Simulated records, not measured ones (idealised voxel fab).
This is a process module. Its name is voxel double patterning.
This is section cut - it's 195 nm across, gridded in 5 nm square cells.
Heads up, the way a cross-section reads in here is a grid of square cells, handed over as bands from the top down, with every band being one or more rows of cells.
What a band's entry tells you: where the top is and where the bottom is, as heights in nm, and after that what lies inside, material by material from left to right, each with its width in nm. Empty space is written as the word "empty", and a single material marked with the word "everywhere" occupies the band from edge to edge.
Beneath 0, the wafer as received is one material, and that level is where height counting begins. The lowest band goes on downward without a bottom; it is written like "0 -> down".
Per-row width for "30 to 40": begins at first number (top row of band), ends at second number (bottom row), increment between rows held constant.
Step note "nothing different" = no cross-section cell changed.
The entry "Enclosed void list" lists the empty spaces that cover at least 8 cells and have no open path to the top. Each is written as width x height at distance, where the distance is measured from the left edge and all three values are in nm.
That trailing text on a step's line, after the settings, is the simulator's own remark on the step.
The "overlay nm" setting may appear on a step's line; for a step that uses a mask, it gives how far to the right of its planned position the mask lay, and a negative value indicates the left.

[Planned process steps]
1: op RECEIVE | material Si
2: op CONFORMAL_DEP | material SiO2 | thk nm 5
3: op DIRECTIONAL_DEP | material polySi | thk nm 10
4: op DIRECTIONAL_DEP | material SiCN | thk nm 10
5: op MASKED_ETCH | tone open | mask id FIRST | width nm 15 | pitch nm 50 | etch materials SiCN | depth nm 10 | overlay nm 0
6: op PATTERN | tone open | mask id SECOND | material resist | width nm 15 | thk nm 15 | overlay nm 0
7: op DIRECTIONAL_ETCH | etch materials SiCN | depth nm 10
8: op STRIP | etch materials resist
9: op DIRECTIONAL_ETCH | etch materials polySi | depth nm 10
10: op STRIP | etch materials SiCN

[Run as planned: first of two wafers]

[Cross-section of the wafer as it came to us, i.e., already through step 1]
    0 -> down: Si everywhere
    Enclosed void list: none

[Cross-section: wafer state after step 2]
    5 -> 0: SiO2 everywhere
    Below 0 it's all the same as before, nothing changed down there.

[Cross-section: wafer state after step 3]
    15 -> 5: polySi everywhere
    Below 5 it's all the same as before, nothing changed down there.

[Cross-section: wafer state after step 4]
    25 -> 15: SiCN everywhere
    Below 15 it's all the same as before, nothing changed down there.

[Cross-section: wafer state after step 5]
    25 -> 15: SiCN=65 / empty=15 / SiCN=35 / empty=15 / SiCN=65
    Below 15 it's all the same as before, nothing changed down there.

[Cross-section: wafer state after step 6]
    40 -> 25: resist=90 / empty=15 / resist=90
    25 -> 15: SiCN=65 / resist=15 / SiCN=35 / resist=15 / SiCN=65
    Below 15 it's all the same as before, nothing changed down there.

[Cross-section: wafer state after step 7]
    40 -> 25: resist=90 / empty=15 / resist=90
    25 -> 15: SiCN=65 / resist=15 / SiCN=10 / empty=15 / SiCN=10 / resist=15 / SiCN=65
    Below 15 it's all the same as before, nothing changed down there.

[Cross-section: wafer state after step 8]
    25 -> 15: SiCN=65 / empty=15 / SiCN=10 / empty=15 / SiCN=10 / empty=15 / SiCN=65
    Below 15 it's all the same as before, nothing changed down there.

[Cross-section: wafer state after step 9]
    25 -> 15: SiCN=65 / empty=15 / SiCN=10 / empty=15 / SiCN=10 / empty=15 / SiCN=65
    15 -> 5: polySi=65 / empty=15 / polySi=10 / empty=15 / polySi=10 / empty=15 / polySi=65
    Below 5 it's all the same as before, nothing changed down there.

[Cross-section: wafer state after step 10]
    15 -> 5: polySi=65 / empty=15 / polySi=10 / empty=15 / polySi=10 / empty=15 / polySi=65
    Below 5 it's all the same as before, nothing changed down there.

[For the second wafer, take the first wafer's start and plan, then add one mistake made in running it; everything through step 5, that step included, is shared with the first]

[Cross-section of the second wafer at the time by which step 6 should have been completed according to the plan]
    40 -> 25: resist=85 / empty=15 / resist=95
    25 -> 15: SiCN=65 / resist=15 / SiCN=35 / resist=15 / SiCN=65
    Below 15 it's all the same as before, nothing changed down there.

[Cross-section of the second wafer at the time by which step 7 should have been completed according to the plan]
    40 -> 25: resist=85 / empty=15 / resist=95
    25 -> 15: SiCN=65 / resist=15 / SiCN=5 / empty=15 / SiCN=15 / resist=15 / SiCN=65
    Below 15 it's all the same as before, nothing changed down there.

[Cross-section of the second wafer at the time by which step 8 should have been completed according to the plan]
    25 -> 15: SiCN=65 / empty=15 / SiCN=5 / empty=15 / SiCN=15 / empty=15 / SiCN=65
    Below 15 it's all the same as before, nothing changed down there.

[Cross-section of the second wafer at the time by which step 9 should have been completed according to the plan]
    25 -> 15: SiCN=65 / empty=15 / SiCN=5 / empty=15 / SiCN=15 / empty=15 / SiCN=65
    15 -> 5: polySi=65 / empty=15 / polySi=5 / empty=15 / polySi=15 / empty=15 / polySi=65
    Below 5 it's all the same as before, nothing changed down there.

[Cross-section of the second wafer at the time by which step 10 should have been completed according to the plan]
    15 -> 5: polySi=65 / empty=15 / polySi=5 / empty=15 / polySi=15 / empty=15 / polySi=65
    Below 5 it's all the same as before, nothing changed down there.
Deviation from plan: step 6 did not use the planned setting and instead ran as op PATTERN | tone open | mask id SECOND | material resist | width nm 15 | thk nm 15 | overlay nm -5
The two final wafers agree on how many cells each material fills and disagree on which cells those are.
